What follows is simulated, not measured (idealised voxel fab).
Process module, titled voxel local oxidation
Cross-sectional view cut (width: 170 nm; square cell size: 5 nm).
Cross-section spec: square-cell grid; bands listed top down; each band is one or more rows.
What a band's entry tells you: where the top is and where the bottom is, as heights in nm, and after that what lies inside, material by material from left to right, each with its width in nm. Empty space is written as the word "blank", and a single material marked with the word "full width" occupies the band from edge to edge.
Beneath 0, the wafer as received is one material, and that level is where height counting begins. The lowest band goes on downward without a bottom; it is written like "0 nm and below".
A width given as "30->40" starts at the first number in the band's top row and ends at the second number in its bottom row, shifting by an equal amount at every step from row to row.
Given "no alterations made" for a step, no cell of the cross-section differs between before and after that step.
Voids not open to the top, 8 cells minimum: see "Trapped voids". Written width x height at distance; distance is from the left edge; nm.
Whatever follows a step's settings on its line is a remark the simulator itself makes about that step.
overlay nm: mask right of planned place by this much (step with mask). Neg. = left.
Pairs ahead. Before: cross-section ahead of one process step. After: cross-section once the step is done, shown to the lowest changed band only. Under each pair: that step, with settings. Caution: pairs may come from different runs of this module on the same starting wafer; a pair follows the pair above only where its "Structure before processing" entry says so.

### Structure before processing
	0 nm and below = Si full width
	Trapped voids: none

### Post-Process View
	5 nm to 0 nm = SiO2 full width
	Under the height 0 nothing was changed.
	Trapped voids: none
Before/after cross-sections above; step in between: CONFORMAL_DEP (material SiO2; thk nm 5)

Structure before processing: The initial state for this step is given by the after cross-section of the immediately preceding pair.

### Post-Process View
	15 nm to 5 nm = SiN full width
	Under the height 5 nothing was changed.
	Trapped voids: none
Before/after cross-sections above; step in between: CONFORMAL_DEP (material SiN; thk nm 10)

Structure before processing: The initial state for this step is given by the after cross-section of the immediately preceding pair.

### Post-Process View
	30 nm to 15 nm = 35 blank / 95 resist / 40 blank
	Under the height 15 nothing was changed.
	Trapped voids: none
Before/after cross-sections above; step in between: PATTERN (tone cover; mask id ACTIVE; material resist; width nm 95; thk nm 15; overlay nm 0)

Structure before processing: The initial state for this step is given by the after cross-section of the immediately preceding pair.

### Post-Process View
	30 nm to 15 nm = 35 blank / 95 resist / 40 blank
	15 nm to 5 nm = 35 blank / 95 SiN / 40 blank
	Under the height 5 nothing was changed.
	Trapped voids: none
Before/after cross-sections above; step in between: DIRECTIONAL_ETCH (etch materials SiN; depth nm 10)

Structure before processing: The initial state for this step is given by the after cross-section of the immediately preceding pair.

### Post-Process View
	15 nm to 5 nm = 35 blank / 95 SiN / 40 blank
	Under the height 5 nothing was changed.
	Trapped voids: none
Before/after cross-sections above; step in between: STRIP (etch materials resist)

Structure before processing: The initial state for this step is given by the after cross-section of the immediately preceding pair.

### Post-Process View
	15 nm to 5 nm = 35 blank / 95 SiN / 40 blank
	5 nm to 0 nm = 40 blank / 85 SiO2 / 45 blank
	Under the height 0 nothing was changed.
	Trapped voids: none
Before/after cross-sections above; step in between: SELECTIVE_ETCH (etch materials SiO2; depth nm 5)

Structure before processing: The initial state for this step is given by the after cross-section of the immediately preceding pair.

### Post-Process View
	15 nm to 5 nm = 35 blank / 95 SiN / 40 blank
	5 nm to 0 nm = 40 blank / 85 SiO2 / 45 blank
	0 nm to -15 nm = 55 SiO2 / 55 Si / 60 SiO2
	Under the height -15 nothing was changed.
	Trapped voids: none
Before/after cross-sections above; step in between: OXIDIZE (depth nm 15)

Structure before processing: The initial state for this step is given by the after cross-section of the immediately preceding pair.

### Post-Process View
	5 nm to 0 nm = 40 blank / 85 SiO2 / 45 blank
	Under the height 0 nothing was changed.
	Trapped voids: none
Before/after cross-sections above; step in between: STRIP (etch materials SiN)

### Structure before processing
	0 nm and below = Si full width
	Trapped voids: none

### Post-Process View
	10 nm to 0 nm = SiN full width
	Under the height 0 nothing was changed.
	Trapped voids: none
Before/after cross-sections above; step in between: CONFORMAL_DEP (material SiN; thk nm 10)

Structure before processing: The initial state for this step is given by the after cross-section of the immediately preceding pair.

### Post-Process View
	25 nm to 10 nm = 35 blank / 95 resist / 40 blank
	Under the height 10 nothing was changed.
	Trapped voids: none
Before/after cross-sections above; step in between: PATTERN (tone cover; mask id ACTIVE; material resist; width nm 95; thk nm 15; overlay nm 0)

Structure before processing: The initial state for this step is given by the after cross-section of the immediately preceding pair.

### Post-Process View
	25 nm to 10 nm = 35 blank / 95 resist / 40 blank
	10 nm to 0 nm = 35 blank / 95 SiN / 40 blank
	Under the height 0 nothing was changed.
	Trapped voids: none
Before/after cross-sections above; step in between: DIRECTIONAL_ETCH (etch materials SiN; depth nm 10)

Structure before processing: The initial state for this step is given by the after cross-section of the immediately preceding pair.

### Post-Process View
	10 nm to 0 nm = 35 blank / 95 SiN / 40 blank
	Under the height 0 nothing was changed.
	Trapped voids: none
Before/after cross-sections above; step in between: STRIP (etch materials resist)

Structure before processing: The initial state for this step is given by the after cross-section of the immediately preceding pair.

### Post-Process View
	10 nm to 0 nm = 35 blank / 95 SiN / 40 blank
	0 nm to -15 nm = 50 SiO2 / 65 Si / 55 SiO2
	Under the height -15 nothing was changed.
	Trapped voids: none
Before/after cross-sections above; step in between: OXIDIZE (depth nm 15)

Structure before processing: The initial state for this step is given by the after cross-section of the immediately preceding pair.

### Post-Process View
	0 nm to -15 nm = 50 SiO2 / 65 Si / 55 SiO2
	Under the height -15 nothing was changed.
	Trapped voids: none
Before/after cross-sections above; step in between: STRIP (etch materials SiN)

### Structure before processing
	15 nm to 5 nm = 35 blank / 95 SiN / 40 blank
	5 nm to 0 nm = 40 blank / 85 SiO2 / 45 blank
	0 nm and below = Si full width
	Trapped voids: none

### Post-Process View
	5 nm to 0 nm = 40 blank / 85 SiO2 / 45 blank
	Under the height 0 nothing was changed.
	Trapped voids: none
Before/after cross-sections above; step in between: STRIP (etch materials SiN)

Structure before processing: The initial state for this step is given by the after cross-section of the immediately preceding pair.

### Post-Process View
	5 nm to 0 nm = 40 blank / 85 SiO2 / 45 blank
	0 nm to -15 nm = 55 SiO2 / 55 Si / 60 SiO2
	Under the height -15 nothing was changed.
	Trapped voids: none
Before/after cross-sections above; step in between: OXIDIZE (depth nm 15)

### Structure before processing
	15 nm to 5 nm = 35 blank / 95 SiN / 40 blank
	5 nm to 0 nm = 40 blank / 85 SiO2 / 45 blank
	0 nm and below = Si full width
	Trapped voids: none

### Post-Process View
	15 nm to 5 nm = 35 blank / 95 SiN / 40 blank
	5 nm to 0 nm = 40 blank / 85 SiO2 / 45 blank
	0 nm to -5 nm = 45 SiO2 / 75 Si / 50 SiO2
	Under the height -5 nothing was changed.
	Trapped voids: none
Before/after cross-sections above; step in between: OXIDIZE (depth nm 5)

Structure before processing: The initial state for this step is given by the after cross-section of the immediately preceding pair.

### Post-Process View
	5 nm to 0 nm = 40 blank / 85 SiO2 / 45 blank
	Under the height 0 nothing was changed.
	Trapped voids: none
Before/after cross-sections above; step in between: STRIP (etch materials SiN)

### Structure before processing
	15 nm to 5 nm = SiN full width
	5 nm to 0 nm = SiO2 full width
	0 nm and below = Si full width
	Trapped voids: none

### Post-Process View
	30 nm to 15 nm = 40 blank / 90 resist / 40 blank
	Under the height 15 nothing was changed.
	Trapped voids: none
Before/after cross-sections above; step in between: PATTERN (tone cover; mask id ACTIVE; material resist; width nm 90; thk nm 15; overlay nm 0)

Structure before processing: The initial state for this step is given by the after cross-section of the immediately preceding pair.

### Post-Process View
	30 nm to 15 nm = 40 blank / 90 resist / 40 blank
	15 nm to 5 nm = 40 blank / 90 SiN / 40 blank
	Under the height 5 nothing was changed.
	Trapped voids: none
Before/after cross-sections above; step in between: DIRECTIONAL_ETCH (etch materials SiN; depth nm 10)

Structure before processing: The initial state for this step is given by the after cross-section of the immediately preceding pair.

### Post-Process View
	15 nm to 5 nm = 40 blank / 90 SiN / 40 blank
	Under the height 5 nothing was changed.
	Trapped voids: none
Before/after cross-sections above; step in between: STRIP (etch materials resist)

Structure before processing: The initial state for this step is given by the after cross-section of the immediately preceding pair.

### Post-Process View
	15 nm to 5 nm = 40 blank / 90 SiN / 40 blank
	5 nm to 0 nm = 45 blank / 80 SiO2 / 45 blank
	Under the height 0 nothing was changed.
	Trapped voids: none
Before/after cross-sections above; step in between: SELECTIVE_ETCH (etch materials SiO2; depth nm 5)

Structure before processing: The initial state for this step is given by the after cross-section of the immediately preceding pair.

### Post-Process View
	15 nm to 5 nm = 40 blank / 90 SiN / 40 blank
	5 nm to 0 nm = 45 blank / 80 SiO2 / 45 blank
	0 nm to -15 nm = 60 SiO2 / 50 Si / 60 SiO2
	Under the height -15 nothing was changed.
	Trapped voids: none
Before/after cross-sections above; step in between: OXIDIZE (depth nm 15)

Structure before processing: The initial state for this step is given by the after cross-section of the immediately preceding pair.

### Post-Process View
	5 nm to 0 nm = 45 blank / 80 SiO2 / 45 blank
	Under the height 0 nothing was changed.
	Trapped voids: none
Before/after cross-sections above; step in between: STRIP (etch materials SiN)

### Structure before processing
	15 nm to 5 nm = SiN full width
	5 nm to 0 nm = SiO2 full width
	0 nm and below = Si full width
	Trapped voids: none

### Post-Process View
	30 nm to 15 nm = 25 blank / 95 resist / 50 blank
	Under the height 15 nothing was changed.
	Trapped voids: none
Before/after cross-sections above; step in between: PATTERN (tone cover; mask id ACTIVE; material resist; width nm 95; thk nm 15; overlay nm -10)

Structure before processing: The initial state for this step is given by the after cross-section of the immediately preceding pair.

### Post-Process View
	30 nm to 15 nm = 25 blank / 95 resist / 50 blank
	15 nm to 5 nm = 25 blank / 95 SiN / 50 blank
	Under the height 5 nothing was changed.
	Trapped voids: none
Before/after cross-sections above; step in between: DIRECTIONAL_ETCH (etch materials SiN; depth nm 10)

Structure before processing: The initial state for this step is given by the after cross-section of the immediately preceding pair.

### Post-Process View
	15 nm to 5 nm = 25 blank / 95 SiN / 50 blank
	Under the height 5 nothing was changed.
	Trapped voids: none
Before/after cross-sections above; step in between: STRIP (etch materials resist)

Structure before processing: The initial state for this step is given by the after cross-section of the immediately preceding pair.

### Post-Process View
	15 nm to 5 nm = 25 blank / 95 SiN / 50 blank
	5 nm to 0 nm = 30 blank / 85 SiO2 / 55 blank
	Under the height 0 nothing was changed.
	Trapped voids: none
Before/after cross-sections above; step in between: SELECTIVE_ETCH (etch materials SiO2; depth nm 5)

Structure before processing: The initial state for this step is given by the after cross-section of the immediately preceding pair.

### Post-Process View
	15 nm to 5 nm = 25 blank / 95 SiN / 50 blank
	5 nm to 0 nm = 30 blank / 85 SiO2 / 55 blank
	0 nm to -15 nm = 45 SiO2 / 55 Si / 70 SiO2
	Under the height -15 nothing was changed.
	Trapped voids: none
Before/after cross-sections above; step in between: OXIDIZE (depth nm 15)

Structure before processing: The initial state for this step is given by the after cross-section of the immediately preceding pair.

### Post-Process View
	5 nm to 0 nm = 30 blank / 85 SiO2 / 55 blank
	Under the height 0 nothing was changed.
	Trapped voids: none
Before/after cross-sections above; step in between: STRIP (etch materials SiN)

### Structure before processing
	5 nm to 0 nm = SiO2 full width
	0 nm and below = Si full width
	Trapped voids: none

### Post-Process View
	15 nm to 0 nm = SiO2 full width
	Under the height 0 nothing was changed.
	Trapped voids: none
Before/after cross-sections above; step in between: CONFORMAL_DEP (material SiO2; thk nm 10)

Structure before processing: The initial state for this step is given by the after cross-section of the immediately preceding pair.

### Post-Process View
	30 nm to 15 nm = 35 blank / 95 resist / 40 blank
	Under the height 15 nothing was changed.
	Trapped voids: none
Before/after cross-sections above; step in between: PATTERN (tone cover; mask id ACTIVE; material resist; width nm 95; thk nm 15; overlay nm 0)

Structure before processing: The initial state for this step is given by the after cross-section of the immediately preceding pair.

### Post-Process View
	15 nm to 0 nm = SiO2 full width
	Under the height 0 nothing was changed.
	Trapped voids: none
Before/after cross-sections above; step in between: STRIP (etch materials resist)

Structure before processing: The initial state for this step is given by the after cross-section of the immediately preceding pair.

### Post-Process View
	10 nm to 0 nm = SiO2 full width
	Under the height 0 nothing was changed.
	Trapped voids: none
Before/after cross-sections above; step in between: SELECTIVE_ETCH (etch materials SiO2; depth nm 5)

### Structure before processing
	15 nm to 5 nm = SiN full width
	5 nm to 0 nm = SiO2 full width
	0 nm and below = Si full width
	Trapped voids: none

### Post-Process View
	30 nm to 15 nm = 35 resist / 95 blank / 40 resist
	Under the height 15 nothing was changed.
	Trapped voids: none
Before/after cross-sections above; step in between: PATTERN (tone open; mask id ACTIVE; material resist; width nm 95; thk nm 15; overlay nm 0)

Structure before processing: The initial state for this step is given by the after cross-section of the immediately preceding pair.

### Post-Process View
	30 nm to 15 nm = 35 resist / 95 blank / 40 resist
	15 nm to 5 nm = 35 SiN / 95 blank / 40 SiN
	Under the height 5 nothing was changed.
	Trapped voids: none
Before/after cross-sections above; step in between: DIRECTIONAL_ETCH (etch materials SiN; depth nm 10)

Structure before processing: The initial state for this step is given by the after cross-section of the immediately preceding pair.

### Post-Process View
	15 nm to 5 nm = 35 SiN / 95 blank / 40 SiN
	Under the height 5 nothing was changed.
	Trapped voids: none
Before/after cross-sections above; step in between: STRIP (etch materials resist)

Structure before processing: The initial state for this step is given by the after cross-section of the immediately preceding pair.

### Post-Process View
	15 nm to 5 nm = 35 SiN / 95 blank / 40 SiN
	5 nm to 0 nm = 30 SiO2 / 105 blank / 35 SiO2
	Under the height 0 nothing was changed.
	Trapped voids: none
Before/after cross-sections above; step in between: SELECTIVE_ETCH (etch materials SiO2; depth nm 5)

Structure before processing: The initial state for this step is given by the after cross-section of the immediately preceding pair.

### Post-Process View
	15 nm to 5 nm = 35 SiN / 95 blank / 40 SiN
	5 nm to 0 nm = 30 SiO2 / 105 blank / 35 SiO2
	0 nm to -15 nm = 15 Si / 135 SiO2 / 20 Si
	Under the height -15 nothing was changed.
	Trapped voids: none
Before/after cross-sections above; step in between: OXIDIZE (depth nm 15)

Structure before processing: The initial state for this step is given by the after cross-section of the immediately preceding pair.

### Post-Process View
	5 nm to 0 nm = 30 SiO2 / 105 blank / 35 SiO2
	Under the height 0 nothing was changed.
	Trapped voids: none
Before/after cross-sections above; step in between: STRIP (etch materials SiN)
